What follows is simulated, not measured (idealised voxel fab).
A process module follows: voxel wiring stack.
Cross-sectional view cut (width: 185 nm; square cell size: 5 nm).
A cross-section is a grid of square cells, given in bands from the top down. A band is one or more rows of cells. Band: top height; bottom height; in nm. Then, left to right: material with width in nm, for each material. "all across": a single material spanning edge to edge. "empty": empty space. Zero point of the height axis is 0; under it, received wafer = one material. Lowest band: continues down indefinitely, "from 0 down". Top row gets the first number, bottom row gets the second, and each row in between changes by the same step: that is how a band width like "30..40" works. Take "nothing got changed" at face value: in the step it is given for, the cross-section changed in none of its cells. "Fully enclosed voids" enumerates empty spaces isolated from the top, with no open way to it, that contain at least 8 cells, giving each as width x height at distance from the left edge, all three in nm. Where a step's line continues beyond its settings, the continuation is a remark by the simulator itself on that step. When a step includes a mask, the "overlay nm" setting on its line states how far to the right of its planned place that mask lay, and negative values state how far to the left.
Steps planned for the process:
- 1: RECEIVE | material Si
- 2: CONFORMAL_DEP | material SiO2 | thk nm 10
- 3: CONFORMAL_DEP | material SiN | thk nm 5
- 4: DIRECTIONAL_DEP | material SiO2 | thk nm 25
- 5: MASKED_ETCH | tone open | mask id METAL_1 | width nm 20 | pitch nm 45 | etch materials SiO2 | depth nm 25 | overlay nm 0
- 6: MASKED_ETCH | tone open | mask id METAL_1 | width nm 20 | pitch nm 45 | etch materials SiN | depth nm 5 | overlay nm 0
- 7: CONFORMAL_DEP | material TiN | thk nm 5
- 8: FILL_DEP | material Cu | thk nm 5
- 9: CMP | height nm 40
- 10: EPI | material Ru | thk nm 5
- 11: FILL_DEP | material SiCN | thk nm 5
- 12: DIRECTIONAL_DEP | material lowk | thk nm 30
- 13: DIRECTIONAL_DEP | material aC | thk nm 10
- 14: PATTERN | tone open | mask id METAL_2_HOLES | material resist | width nm 15 | pitch nm 45 | thk nm 30 | overlay nm 0
- 15: DIRECTIONAL_ETCH | etch materials aC | depth nm 10
- 16: STRIP | etch materials resist
- 17: DIRECTIONAL_ETCH | etch materials lowk | depth nm 30
- 18: STRIP | etch materials aC
- 19: MASKED_ETCH | tone open | mask id METAL_2 | width nm 20 | pitch nm 45 | etch materials lowk | depth nm 20 | overlay nm 0
- 20: MASKED_ETCH | tone open | mask id METAL_2 | width nm 20 | pitch nm 45 | etch materials SiCN | depth nm 5 | overlay nm 0
- 21: CONFORMAL_DEP | material TiN | thk nm 5
- 22: FILL_DEP | material Cu | thk nm 10
- 23: CMP | height nm 80
- 24: CONFORMAL_DEP | material SiN | thk nm 5
Cross-section of the wafer as it came to us, i.e., already through step 1:
    from 0 down: Si all across
    Fully enclosed voids: none
Post-module cross-section: identical start and plan to those above, one misstep in execution:
    from 85 to 80: SiN all across
    from 80 to 65: lowk 15  TiN 5  Cu 5  TiN 5  lowk 30  TiN 5  Cu 5  TiN 5  lowk 30  TiN 5  Cu 5  TiN 5  lowk 30  TiN 5  Cu 5  TiN 5  lowk 20
    from 65 to 60: lowk 15  TiN 15  lowk 30  TiN 15  lowk 30  TiN 15  lowk 30  TiN 15  lowk 20
    from 60 to 50: lowk all across
    from 50 to 45: SiCN all across
    from 45 to 40: SiCN 10  Ru 30  SiCN 15  Ru 30  SiCN 15  Ru 30  SiCN 15  Ru 30  SiCN 10
    from 40 to 15: SiO2 15  TiN 5  Cu 10  TiN 5  SiO2 25  TiN 5  Cu 10  TiN 5  SiO2 25  TiN 5  Cu 10  TiN 5  SiO2 25  TiN 5  Cu 10  TiN 5  SiO2 15
    from 15 to 10: SiN 15  TiN 20  SiN 25  TiN 20  SiN 25  TiN 20  SiN 25  TiN 20  SiN 15
    from 10 to 0: SiO2 all across
    from 0 down: Si all across
    Fully enclosed voids: none
The plan and the run diverged here: step 12 of the plan saw execution twice
